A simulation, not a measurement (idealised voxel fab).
Module name: voxel double patterning (process module)
Square cells of 5 nm make up the cross-section cut, whose width is 275 nm.
We lay out every cross-section as a grid of square cells and spell it out in bands from the top down, where one band means one or more rows of cells.
First you get the band's top height and its bottom height, in nm, and then the materials it's made of, left to right, with each width in nm. If you see a single material with "edge to edge", that one covers the band edge to edge. "blank" is empty space.
Convention: height 0 is the level below which the wafer, as received, is all one material. The lowest band does not terminate at the bottom but continues downward, represented as "0..down".
The two numbers in a width such as "30->40" mark its ends across the band: the first belongs to the top row of cells, the second to the bottom row, and from each row to the next the width moves by the same amount.
The cross-section has no changed cell in any step marked "nothing changed".
Each empty space that has no open way to the top and spans at least 8 cells appears under "Encapsulated voids" as width x height at distance, the distance counted from the left edge, all in nm.
It should be noted that, on the line of a given step, the content following the step's settings is a remark produced by the simulator itself with respect to that step.
The setting "overlay nm" may be written on the line of a step. When the step uses a mask, the value reports how far to the right of the planned place the mask lay, and a negative value reports that it lay to the left.
## The process steps that were planned are listed below
1: RECEIVE (material Si)
2: CONFORMAL_DEP (material SiO2; thk nm 10)
3: DIRECTIONAL_DEP (material polySi; thk nm 15)
4: DIRECTIONAL_DEP (material SiCN; thk nm 5)
5: MASKED_ETCH (tone open; mask id FIRST; width nm 15; pitch nm 50; etch materials SiCN; depth nm 5; overlay nm 0)
6: DIRECTIONAL_DEP (material aC; thk nm 10)
7: PATTERN (tone open; mask id SECOND; material resist; width nm 15; pitch nm 50; thk nm 25; overlay nm 0)
8: DIRECTIONAL_ETCH (etch materials aC; depth nm 10)
9: STRIP (etch materials resist)
10: DIRECTIONAL_ETCH (etch materials SiCN; depth nm 5)
11: STRIP (etch materials aC)
12: DIRECTIONAL_ETCH (etch materials polySi; depth nm 15)
13: STRIP (etch materials SiCN)
## As-received state of the wafer in cross-section, equivalent to post-step 1
* 0..down: Si edge to edge
* Encapsulated voids: none
## Here's the cross-section of the first of our two wafers at the end of the module - it ran as planned
* 25..10: 80 of polySi / 15 of blank / 10 of polySi / 15 of blank / 10 of polySi / 15 of blank / 10 of polySi / 15 of blank / 10 of polySi / 15 of blank / 80 of polySi
* 10..0: SiO2 edge to edge
* 0..down: Si edge to edge
* Encapsulated voids: none
## Second of two wafers, module complete, sectioned: it shares the first wafer's start and plan but was run with one mistake
* 25..10: 80 of blank / 15 of polySi / 35 of blank / 15 of polySi / 35 of blank / 15 of polySi / 80 of blank
* 10..0: SiO2 edge to edge
* 0..down: Si edge to edge
* Encapsulated voids: none
The plan and the run diverged here: step 5: run off-plan, actual operation and settings MASKED_ETCH (tone cover; mask id FIRST; width nm 15; pitch nm 50; etch materials SiCN; depth nm 5; overlay nm 0)
Final wafer comparison in cells, second versus first, more or fewer per material: polySi -93
